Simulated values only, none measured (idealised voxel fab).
process module | voxel double patterning
cross-section cut | 255 nm wide | cells 5 nm
A cross-section is a grid of square cells, given in bands from the top down. A band is one or more rows of cells.
Each band's line starts with the height of the band's top and of its bottom, in nm. Then come its materials from left to right, each with its width in nm. One material with "throughout" fills the band from edge to edge. "air" is empty space.
Height 0 is the level under which the wafer as received is all one material. The lowest band goes on downwards, as in "0 down".
A width such as "30 to 40" changes by the same amount from each row of cells to the next, from the band's top row to its bottom row.
"no change" after a step means that no cell of the cross-section changed.
closed voids: empty space of 8 cells or more with no open way to the top, each as width x height at its distance from the left edge, in nm
after a step's settings: what the simulator itself notes on the step
overlay nm, on a step with a mask: how far to the right of its planned place the mask lay; to the left if negative
plan
1 op RECEIVE | material Si
2 op CONFORMAL_DEP | material SiO2 | thk nm 10
3 op DIRECTIONAL_DEP | material W | thk nm 15
4 op DIRECTIONAL_DEP | material SiCN | thk nm 5
5 op DIRECTIONAL_DEP | material aC | thk nm 15
6 op PATTERN | tone open | mask id FIRST | material resist | width nm 15 | pitch nm 50 | thk nm 30 | overlay nm 0
7 op DIRECTIONAL_ETCH | etch materials aC | depth nm 15
8 op STRIP | etch materials resist
9 op DIRECTIONAL_ETCH | etch materials SiCN | depth nm 5
10 op STRIP | etch materials aC
11 op PATTERN | tone open | mask id SECOND | material resist | width nm 15 | pitch nm 50 | thk nm 15 | overlay nm 0
12 op DIRECTIONAL_ETCH | etch materials SiCN | depth nm 5
13 op STRIP | etch materials resist
14 op DIRECTIONAL_ETCH | etch materials W | depth nm 15
15 op STRIP | etch materials SiCN
as received, after step 1
  0 down: Si throughout
  closed voids: none
a wafer at the end: this start, this plan, one mistake
  40 to 25: W 70 | air 15 | W 10 | air 15 | W 10 | air 15 | W 10 | air 15 | W 10 | air 15 | W 70
  25 to 10: W throughout
  10 to 0: SiO2 throughout
  0 down: Si throughout
  closed voids: none
what went wrong: step 3 was run twice
